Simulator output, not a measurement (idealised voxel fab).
Process module, titled voxel trench capacitor
For reference, the cross-section in this document is cut, with width 195 nm and square cells of 5 nm.
Heads up, the way a cross-section reads in here is a grid of square cells, handed over as bands from the top down, with every band being one or more rows of cells.
Top height, bottom height, nm. Materials left to right, width each, nm. Single material + "everywhere" = fills band edge to edge. "blank" = empty.
Heights are expressed relative to 0, this being the level below which the as-received wafer comprises one material exclusively. The lowest band is unbounded in the downward direction and is denoted as in "0 nm and below".
Quick explanation for "30->40": the width changes in equal steps down the rows of cells, from the first number in the band's top row to the second number in its bottom row.
Step marked "changes: none"? Then no cell in the cross-section changed in it.
This entry, "Closed void register", enumerates those empty regions of no fewer than 8 cells that possess no open connection to the top. Each region is reported in the form width x height at distance, the distance being taken from the left edge, with all three quantities expressed in nm.
Heads up: the bit after the settings on a step's line is the simulator's remark on that step.
overlay nm: mask right of planned place by this much (step with mask). Neg. = left.

### The planned process steps are enumerated hereunder
- 1: RECEIVE | material Si
- 2: CONFORMAL_DEP | material SiN | thk nm 5
- 3: DIRECTIONAL_DEP | material aC | thk nm 15
- 4: PATTERN | tone open | mask id TRENCH | material resist | width nm 15 | pitch nm 55 | thk nm 35 | overlay nm 0
- 5: DIRECTIONAL_ETCH | etch materials aC | depth nm 15
- 6: STRIP | etch materials resist
- 7: DIRECTIONAL_ETCH | etch materials SiN | depth nm 5
- 8: DIRECTIONAL_ETCH | etch materials Si | depth nm 35
- 9: STRIP | etch materials aC
- 10: CONFORMAL_DEP | material SiO2 | thk nm 5
- 11: FILL_DEP | material polySi | thk nm 10
- 12: CMP | height nm 5
It is noted that the wafers described herein are identical at the outset and are distinguished by the width nm of step 4; the value stated in the plan corresponds to the first wafer.

### As received, i.e. after step 1: cross-section through the first of several wafers
- 0 nm and below | Si everywhere
- Closed void register: none

### The first of several wafers, seen in cross-section after the module's last step, step 12
- 5 nm to 0 nm | 35 nm SiN, then 5 nm SiO2, then 5 nm polySi, then 5 nm SiO2, then 40 nm SiN, then 5 nm SiO2, then 5 nm polySi, then 5 nm SiO2, then 40 nm SiN, then 5 nm SiO2, then 5 nm polySi, then 5 nm SiO2, then 35 nm SiN
- 0 nm to -30 nm | 35 nm Si, then 5 nm SiO2, then 5 nm polySi, then 5 nm SiO2, then 40 nm Si, then 5 nm SiO2, then 5 nm polySi, then 5 nm SiO2, then 40 nm Si, then 5 nm SiO2, then 5 nm polySi, then 5 nm SiO2, then 35 nm Si
- -30 nm to -35 nm | 35 nm Si, then 15 nm SiO2, then 40 nm Si, then 15 nm SiO2, then 40 nm Si, then 15 nm SiO2, then 35 nm Si
- -35 nm and below | Si everywhere
- Closed void register: none

### Cross-sectional view, end of module, last wafer of several
- 5 nm to 0 nm | 25 nm SiN, then 5 nm SiO2, then 30 nm polySi, then 5 nm SiO2, then 15 nm SiN, then 5 nm SiO2, then 30 nm polySi, then 5 nm SiO2, then 15 nm SiN, then 5 nm SiO2, then 30 nm polySi, then 5 nm SiO2, then 20 nm SiN
- 0 nm to -30 nm | 25 nm Si, then 5 nm SiO2, then 30 nm polySi, then 5 nm SiO2, then 15 nm Si, then 5 nm SiO2, then 30 nm polySi, then 5 nm SiO2, then 15 nm Si, then 5 nm SiO2, then 30 nm polySi, then 5 nm SiO2, then 20 nm Si
- -30 nm to -35 nm | 25 nm Si, then 40 nm SiO2, then 15 nm Si, then 40 nm SiO2, then 15 nm Si, then 40 nm SiO2, then 20 nm Si
- -35 nm and below | Si everywhere
- Closed void register: none

### So in this table every wafer gets its own row, and what you see is where it stands at the end of the module: for each material, how many cells it picked up (+) or gave up (-) since we received it, and after that its closed voids
width nm 15; -63 Si; +30 SiN; +51 SiO2; +21 polySi; Closed void register: none
width nm 20; -84 Si; +27 SiN; +54 SiO2; +42 polySi; Closed void register: none
width nm 25; -105 Si; +24 SiN; +57 SiO2; +63 polySi; Closed void register: none
width nm 30; -126 Si; +21 SiN; +60 SiO2; +84 polySi; Closed void register: none
width nm 35; -147 Si; +18 SiN; +63 SiO2; +105 polySi; Closed void register: none
width nm 40; -168 Si; +15 SiN; +66 SiO2; +126 polySi; Closed void register: none
